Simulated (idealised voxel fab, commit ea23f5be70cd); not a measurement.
process module | voxel transistor to metal
cross-section cut | 160 nm wide | cells 5 nm
A cross-section is a grid of square cells, given in bands from the top down. A band is one or more rows of cells.
Each band's line starts with the height of the band's top and of its bottom, in nm. Then come its materials from left to right, each with its width in nm. One material with "throughout" fills the band from edge to edge. "air" is empty space.
Height 0 is the level under which the wafer as received is all one material. The lowest band goes on downwards, as in "0 down".
A width such as "30 to 40" changes by the same amount from each row of cells to the next, from the band's top row to its bottom row.
"no change" after a step means that no cell of the cross-section changed.
closed voids: empty space of 8 cells or more with no open way to the top, each as width x height at its distance from the left edge, in nm
after a step's settings: what the simulator itself notes on the step
overlay nm, on a step with a mask: how far to the right of its planned place the mask lay; to the left if negative
plan
1 op RECEIVE | material Si
2 op CONFORMAL_DEP | material SiO2 | thk nm 5
3 op CONFORMAL_DEP | material SiN | thk nm 15
4 op MASKED_ETCH | tone cover | mask id ACTIVE | width nm 125 | etch materials SiN | depth nm 15 | overlay nm 0
5 op MASKED_ETCH | tone cover | mask id ACTIVE | width nm 125 | etch materials SiO2 | depth nm 5 | overlay nm 0
6 op MASKED_ETCH | tone cover | mask id ACTIVE | width nm 125 | etch materials Si | depth nm 25 | overlay nm 0
7 op FILL_DEP | material SiO2 | thk nm 15
8 op CMP | height nm 20
9 op SELECTIVE_ETCH | etch materials SiO2 | depth nm 15
10 op STRIP | etch materials SiN
11 op SELECTIVE_ETCH | etch materials SiO2 | depth nm 5
12 op OXIDIZE | depth nm 5
13 op DIRECTIONAL_DEP | material polySi | thk nm 30
14 op DIRECTIONAL_DEP | material SiCN | thk nm 10
15 op DIRECTIONAL_DEP | material aC | thk nm 10
16 op PATTERN | tone cover | mask id GATE | material resist | width nm 25 | thk nm 25 | overlay nm 0
17 op DIRECTIONAL_ETCH | etch materials aC | depth nm 10
18 op STRIP | etch materials resist
19 op DIRECTIONAL_ETCH | etch materials SiCN | depth nm 20
20 op DIRECTIONAL_ETCH | etch materials polySi | depth nm 40
21 op STRIP | etch materials aC
22 op CONFORMAL_DEP | material SiO2 | thk nm 5
23 op DIRECTIONAL_ETCH | etch materials SiO2 | depth nm 5
24 op CONFORMAL_DEP | material SiN | thk nm 10
25 op DIRECTIONAL_ETCH | etch materials SiN | depth nm 10
26 op DIRECTIONAL_ETCH | etch materials SiO2 | depth nm 5
27 op EPI | material pSi | thk nm 5
28 op FILL_DEP | material SiO2 | thk nm 10
29 op CMP | height nm 30
30 op STRIP | etch materials polySi
31 op SELECTIVE_ETCH | etch materials SiO2 | depth nm 5
32 op CONFORMAL_DEP | material HfO2 | thk nm 5
33 op CONFORMAL_DEP | material TiN | thk nm 5
34 op FILL_DEP | material W | thk nm 5
35 op CMP | height nm 25
36 op DIRECTIONAL_DEP | material SiO2 | thk nm 10
37 op PATTERN | tone open | mask id CONTACT | material resist | width nm 15 | pitch nm 85 | thk nm 20 | overlay nm 0
38 op DIRECTIONAL_ETCH | etch materials SiO2 | depth nm 35
39 op STRIP | etch materials resist
40 op CONFORMAL_DEP | material TiN | thk nm 5
41 op FILL_DEP | material Ru | thk nm 5
42 op CMP | height nm 35
43 op DIRECTIONAL_DEP | material TiN | thk nm 5
44 op DIRECTIONAL_DEP | material W | thk nm 25
45 op MASKED_ETCH | tone cover | mask id METAL_1 | width nm 20 | pitch nm 85 | etch materials W | depth nm 25 | overlay nm 0
46 op MASKED_ETCH | tone cover | mask id METAL_1 | width nm 20 | pitch nm 85 | etch materials TiN | depth nm 5 | overlay nm 0
47 op CONFORMAL_DEP | material SiCN | thk nm 5
48 op FILL_DEP | material lowk | thk nm 10
49 op CMP | height nm 65
50 op CONFORMAL_DEP | material SiCN | thk nm 5
51 op DIRECTIONAL_DEP | material SiO2 | thk nm 25
52 op MASKED_ETCH | tone open | mask id METAL_2 | width nm 20 | pitch nm 85 | etch materials SiO2 | depth nm 15 | overlay nm 0
53 op DIRECTIONAL_DEP | material aC | thk nm 15
54 op PATTERN | tone open | mask id METAL_2_HOLES | material resist | width nm 15 | pitch nm 85 | thk nm 30 | overlay nm 0
55 op DIRECTIONAL_ETCH | etch materials aC | depth nm 15
56 op STRIP | etch materials resist
57 op DIRECTIONAL_ETCH | etch materials SiO2 | depth nm 10
58 op DIRECTIONAL_ETCH | etch materials SiCN | depth nm 5
59 op STRIP | etch materials aC
60 op CONFORMAL_DEP | material TiN | thk nm 5
61 op FILL_DEP | material Cu | thk nm 5
62 op CMP | height nm 95
63 op CONFORMAL_DEP | material SiCN | thk nm 5
varied across the wafers: width nm of step 37. The plan shows the first wafer's value. All wafers start alike
first wafer as received, after step 1
  0 down: Si throughout
  closed voids: none
each wafer at the end: cells of each material gained (+) or lost (-) since it was received, then its closed voids
width nm 15 | +14 Cu | +17 HfO2 | +12 Ru | -60 Si | +102 SiCN | +20 SiN | +288 SiO2 | +79 TiN | +52 W | +100 lowk | +16 pSi | closed voids: none
width nm 20 | +14 Cu | +17 HfO2 | +24 Ru | -60 Si | +102 SiCN | +20 SiN | +274 SiO2 | +81 TiN | +52 W | +100 lowk | +16 pSi | closed voids: none
width nm 25 | +14 Cu | +17 HfO2 | +36 Ru | -60 Si | +102 SiCN | +20 SiN | +260 SiO2 | +83 TiN | +52 W | +100 lowk | +16 pSi | closed voids: none
width nm 30 | +14 Cu | +17 HfO2 | +48 Ru | -60 Si | +102 SiCN | +20 SiN | +246 SiO2 | +85 TiN | +52 W | +100 lowk | +16 pSi | closed voids: none
width nm 35 | +14 Cu | +17 HfO2 | +55 Ru | -60 Si | +102 SiCN | +20 SiN | +237 SiO2 | +87 TiN | +52 W | +100 lowk | +16 pSi | closed voids: none
